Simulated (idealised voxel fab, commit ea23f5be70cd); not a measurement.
The process module presented herein is designated voxel air gaps.
Section shown: cut. Width: 285 nm. Cell size: 5 nm, square.
Square cells in a grid make up a cross-section in this document, and the grid is given as bands, listed from the top down, each one or more rows of cells. Band: top height; bottom height; in nm. Then, left to right: material with width in nm, for each material. "all across": a single material spanning edge to edge. "air": empty space. For the purposes of this specification, 0 denotes the height below which the wafer in its as-received condition is composed wholly of one material, and the lowermost band, lacking a lower limit, extends downward without end, as expressed in "0 nm and below". A two-number width, for instance "30->40", indicates that the width is equal to the first number in the top row of the band and to the second number in the bottom row, and that it changes by a constant amount per row of cells. Where a step carries "nothing altered", the cross-section came out of it unchanged, cell for cell. Closed-off voids of 8+ cells (no open route to the top) go in "Fully sealed voids", written width x height at distance from the left edge, in nm. Formally, on a step line, whatever follows the settings is a remark that the simulator itself makes on the step. Regarding "overlay nm": on a step with a mask, it is the distance the mask lay to the right of its planned place; a negative value places it to the left.

[Process steps - plan]
step 1: RECEIVE with material Si
step 2: CONFORMAL_DEP with material SiO2, thk nm 5
step 3: CONFORMAL_DEP with material SiN, thk nm 5
step 4: DIRECTIONAL_DEP with material lowk, thk nm 30
step 5: MASKED_ETCH with tone open, mask id LINES, width nm 20, pitch nm 50, etch materials lowk, depth nm 30, overlay nm 0
step 6: CONFORMAL_DEP with material TiN, thk nm 5
step 7: FILL_DEP with material Cu, thk nm 10
step 8: CMP with height nm 50
step 9: EPI with material Ru, thk nm 10
step 10: SELECTIVE_ETCH with etch materials lowk, depth nm 40
step 11: CONFORMAL_DEP with material SiCN, thk nm 5
Don't read the plan's thk nm for step 2 as applying to every wafer: that's the first wafer's value, and the wafers differ in it, though they all start identical.

[The first of several wafers, as received after step 1, seen in section]
- 0 nm and below | Si all across
- Fully sealed voids: none

[Below, a row for every wafer. Read it as the end-of-module picture: for each material the wafer shows its cells gained (+) or lost (-) since it was received, and then its closed voids]
thk nm 5 | +105 Cu | +114 Ru | +57 SiCN | +57 SiN | +57 SiO2 | +105 TiN | +246 lowk | Fully sealed voids: none
thk nm 10 | +48 Cu | +114 Ru | +57 SiCN | +57 SiN | +114 SiO2 | +105 TiN | +246 lowk | Fully sealed voids: none
thk nm 15 | +40 Cu | +64 Ru | +153 SiCN | +57 SiN | +171 SiO2 | +56 TiN | Fully sealed voids: 20 x 20 at 80; 20 x 20 at 130; 20 x 20 at 180
thk nm 20 | +32 Cu | +64 Ru | +145 SiCN | +57 SiN | +228 SiO2 | +48 TiN | Fully sealed voids: 20 x 15 at 80; 20 x 15 at 130; 20 x 15 at 180
thk nm 25 | +24 Cu | +64 Ru | +137 SiCN | +57 SiN | +285 SiO2 | +40 TiN | Fully sealed voids: 20 x 10 at 80; 20 x 10 at 130; 20 x 10 at 180
thk nm 30 | +16 Cu | +64 Ru | +129 SiCN | +57 SiN | +342 SiO2 | +32 TiN | Fully sealed voids: none
